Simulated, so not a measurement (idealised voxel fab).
Module name: voxel wiring stack (process module)
In the cross-section labelled cut, the width is 160 nm and each square cell is 5 nm.
Square cells in a grid make up a cross-section in this document, and the grid is given as bands, listed from the top down, each one or more rows of cells.
First you get the band's top height and its bottom height, in nm, and then the materials it's made of, left to right, with each width in nm. If you see a single material with "everywhere", that one covers the band edge to edge. "air" is empty space.
Note: height 0 marks the level under which the wafer is uniformly one material as received. Lowest band unbounded below, written "0 down".
A two-number width, for instance "30->40", indicates that the width is equal to the first number in the top row of the band and to the second number in the bottom row, and that it changes by a constant amount per row of cells.
A step reported as "left unchanged" is a step in which no cell of the cross-section changed.
Entry "Closed void listing". Content: empty spaces with no open connection to the top, size 8 cells or greater. Each: width x height at distance. Distance: from left edge. Unit: nm.
What comes after the settings on a step's line is commentary from the simulator itself on that step.
overlay nm: mask right of planned place by this much (step with mask). Neg. = left.

Process steps foreseen in the plan
1: RECEIVE,material Si
2: CONFORMAL_DEP,material SiO2,thk nm 15
3: CONFORMAL_DEP,material SiCN,thk nm 5
4: DIRECTIONAL_DEP,material lowk,thk nm 20
5: DIRECTIONAL_DEP,material aC,thk nm 15
6: PATTERN,tone open,mask id METAL_1,material resist,width nm 25,pitch nm 45,thk nm 30,overlay nm 0
7: DIRECTIONAL_ETCH,etch materials aC,depth nm 15
8: STRIP,etch materials resist
9: DIRECTIONAL_ETCH,etch materials lowk,depth nm 20
10: DIRECTIONAL_ETCH,etch materials SiCN,depth nm 5
11: STRIP,etch materials aC
12: CONFORMAL_DEP,material TiN,thk nm 5
13: FILL_DEP,material Cu,thk nm 5
14: CMP,height nm 40
15: CONFORMAL_DEP,material SiCN,thk nm 5
16: DIRECTIONAL_DEP,material lowk,thk nm 15
17: MASKED_ETCH,tone open,mask id PLUG_1,width nm 15,pitch nm 45,etch materials lowk,depth nm 15,overlay nm 0
18: MASKED_ETCH,tone open,mask id PLUG_1,width nm 15,pitch nm 45,etch materials SiCN,depth nm 5,overlay nm 0
19: EPI,material Ru,thk nm 10
20: EPI,material Ru,thk nm 10
21: CONFORMAL_DEP,material SiCN,thk nm 5
22: DIRECTIONAL_DEP,material SiO2,thk nm 20
23: PATTERN,tone open,mask id METAL_2,material resist,width nm 25,pitch nm 45,thk nm 15,overlay nm 0
24: DIRECTIONAL_ETCH,etch materials SiO2,depth nm 20
25: DIRECTIONAL_ETCH,etch materials SiCN,depth nm 5
26: STRIP,etch materials resist
27: CONFORMAL_DEP,material TiN,thk nm 5
28: FILL_DEP,material W,thk nm 10
29: CMP,height nm 85
30: CONFORMAL_DEP,material SiCN,thk nm 5
31: DIRECTIONAL_DEP,material SiO2,thk nm 35
32: PATTERN,tone open,mask id METAL_3_HOLES,material resist,width nm 15,pitch nm 45,thk nm 20,overlay nm 0
33: DIRECTIONAL_ETCH,etch materials SiO2,depth nm 35
34: STRIP,etch materials resist
35: DIRECTIONAL_DEP,material aC,thk nm 10
36: PATTERN,tone open,mask id METAL_3,material resist,width nm 25,pitch nm 45,thk nm 30,overlay nm 0
37: DIRECTIONAL_ETCH,etch materials aC,depth nm 10
38: STRIP,etch materials resist
39: DIRECTIONAL_ETCH,etch materials SiO2,depth nm 20
40: DIRECTIONAL_ETCH,etch materials SiCN,depth nm 5
41: STRIP,etch materials aC
42: CONFORMAL_DEP,material TiN,thk nm 5
43: FILL_DEP,material Cu,thk nm 10
44: CMP,height nm 125
45: CONFORMAL_DEP,material SiCN,thk nm 5
46: DIRECTIONAL_DEP,material SiO2,thk nm 10
47: PATTERN,tone open,mask id PLUG_3,material resist,width nm 15,pitch nm 45,thk nm 15,overlay nm 0
48: DIRECTIONAL_ETCH,etch materials SiO2,depth nm 10
49: DIRECTIONAL_ETCH,etch materials SiCN,depth nm 5
50: STRIP,etch materials resist
51: EPI,material Ru,thk nm 10
52: EPI,material Ru,thk nm 5
53: DIRECTIONAL_DEP,material TiN,thk nm 5
54: DIRECTIONAL_DEP,material Ru,thk nm 20
55: PATTERN,tone cover,mask id METAL_4,material resist,width nm 25,pitch nm 45,thk nm 15,overlay nm 0
56: DIRECTIONAL_ETCH,etch materials Ru,depth nm 10
57: DIRECTIONAL_ETCH,etch materials TiN,depth nm 5
58: STRIP,etch materials resist
59: CONFORMAL_DEP,material SiN,thk nm 5
60: FILL_DEP,material lowk,thk nm 10
61: CMP,height nm 165
62: CONFORMAL_DEP,material SiCN,thk nm 5
Keep in mind the plan's value for the depth nm of step 56 comes from the first wafer; the wafers don't share that setting, but they do share the same starting point.

As-received cross-section, first of several wafers, post step 1
* 0 down = Si everywhere
* Closed void listing: none

Once step 62, the last step, is complete, the module is at its end; this is the cross-section of the first of several wafers
* 170 to 165 = SiCN everywhere
* 165 to 160 = 40 of lowk / 5 of SiN / 25 of Ru / 5 of SiN / 10 of lowk / 5 of SiN / 25 of Ru / 5 of SiN / 40 of lowk
* 160 to 155 = 45 of SiN / 25 of Ru / 20 of SiN / 25 of Ru / 45 of SiN
* 155 to 145 = Ru everywhere
* 145 to 140 = TiN everywhere
* 140 to 130 = 45 of SiO2 / 15 of Ru / 30 of SiO2 / 15 of Ru / 55 of SiO2
* 130 to 125 = 45 of SiCN / 15 of Ru / 30 of SiCN / 15 of Ru / 55 of SiCN
* 125 to 110 = 45 of SiO2 / 5 of TiN / 15 of Cu / 5 of TiN / 20 of SiO2 / 5 of TiN / 15 of Cu / 5 of TiN / 45 of SiO2
* 110 to 105 = 45 of SiO2 / 5 of TiN / 5 of Cu / 15 of TiN / 20 of SiO2 / 5 of TiN / 5 of Cu / 15 of TiN / 45 of SiO2
* 105 to 90 = 45 of SiO2 / 5 of TiN / 5 of Cu / 5 of TiN / 30 of SiO2 / 5 of TiN / 5 of Cu / 5 of TiN / 55 of SiO2
* 90 to 85 = 45 of SiCN / 15 of TiN / 30 of SiCN / 15 of TiN / 55 of SiCN
* 85 to 65 = 45 of SiO2 / 5 of TiN / 15 of W / 5 of TiN / 20 of SiO2 / 5 of TiN / 15 of W / 5 of TiN / 45 of SiO2
* 65 to 60 = 45 of SiCN / 25 of TiN / 20 of SiCN / 25 of TiN / 45 of SiCN
* 60 to 45 = 45 of lowk / 15 of Ru / 30 of lowk / 15 of Ru / 55 of lowk
* 45 to 40 = 45 of SiCN / 15 of Ru / 30 of SiCN / 15 of Ru / 55 of SiCN
* 40 to 20 = 45 of lowk / 5 of TiN / 15 of Cu / 5 of TiN / 20 of lowk / 5 of TiN / 15 of Cu / 5 of TiN / 45 of lowk
* 20 to 15 = 45 of SiCN / 25 of TiN / 20 of SiCN / 25 of TiN / 45 of SiCN
* 15 to 0 = SiO2 everywhere
* 0 down = Si everywhere
* Closed void listing: none

Cross-section of the final wafer among several, taken at the end of the module
* 170 to 165 = SiCN everywhere
* 165 to 145 = 40 of lowk / 5 of SiN / 25 of Ru / 5 of SiN / 10 of lowk / 5 of SiN / 25 of Ru / 5 of SiN / 40 of lowk
* 145 to 140 = 45 of SiN / 25 of TiN / 20 of SiN / 25 of TiN / 45 of SiN
* 140 to 130 = 45 of SiO2 / 15 of Ru / 30 of SiO2 / 15 of Ru / 55 of SiO2
* 130 to 125 = 45 of SiCN / 15 of Ru / 30 of SiCN / 15 of Ru / 55 of SiCN
* 125 to 110 = 45 of SiO2 / 5 of TiN / 15 of Cu / 5 of TiN / 20 of SiO2 / 5 of TiN / 15 of Cu / 5 of TiN / 45 of SiO2
* 110 to 105 = 45 of SiO2 / 5 of TiN / 5 of Cu / 15 of TiN / 20 of SiO2 / 5 of TiN / 5 of Cu / 15 of TiN / 45 of SiO2
* 105 to 90 = 45 of SiO2 / 5 of TiN / 5 of Cu / 5 of TiN / 30 of SiO2 / 5 of TiN / 5 of Cu / 5 of TiN / 55 of SiO2
* 90 to 85 = 45 of SiCN / 15 of TiN / 30 of SiCN / 15 of TiN / 55 of SiCN
* 85 to 65 = 45 of SiO2 / 5 of TiN / 15 of W / 5 of TiN / 20 of SiO2 / 5 of TiN / 15 of W / 5 of TiN / 45 of SiO2
* 65 to 60 = 45 of SiCN / 25 of TiN / 20 of SiCN / 25 of TiN / 45 of SiCN
* 60 to 45 = 45 of lowk / 15 of Ru / 30 of lowk / 15 of Ru / 55 of lowk
* 45 to 40 = 45 of SiCN / 15 of Ru / 30 of SiCN / 15 of Ru / 55 of SiCN
* 40 to 20 = 45 of lowk / 5 of TiN / 15 of Cu / 5 of TiN / 20 of lowk / 5 of TiN / 15 of Cu / 5 of TiN / 45 of lowk
* 20 to 15 = 45 of SiCN / 25 of TiN / 20 of SiCN / 25 of TiN / 45 of SiCN
* 15 to 0 = SiO2 everywhere
* 0 down = Si everywhere
* Closed void listing: none

Quick key for the table: a row per wafer, taken at the end of the module. For each material it tells you how many cells the wafer gained (+) or lost (-) since it came in, and the closed voids come after
depth nm 10 | +50 Cu | +126 Ru | +154 SiCN | +26 SiN | +402 SiO2 | +122 TiN | +24 W | +184 lowk | Closed void listing: none
depth nm 15 | +50 Cu | +104 Ru | +154 SiCN | +30 SiN | +402 SiO2 | +122 TiN | +24 W | +202 lowk | Closed void listing: none
depth nm 20 | +50 Cu | +82 Ru | +154 SiCN | +38 SiN | +402 SiO2 | +100 TiN | +24 W | +238 lowk | Closed void listing: none
depth nm 25 | +50 Cu | +82 Ru | +154 SiCN | +38 SiN | +402 SiO2 | +100 TiN | +24 W | +238 lowk | Closed void listing: none
depth nm 30 | +50 Cu | +82 Ru | +154 SiCN | +38 SiN | +402 SiO2 | +100 TiN | +24 W | +238 lowk | Closed void listing: none
depth nm 35 | +50 Cu | +82 Ru | +154 SiCN | +38 SiN | +402 SiO2 | +100 TiN | +24 W | +238 lowk | Closed void listing: none
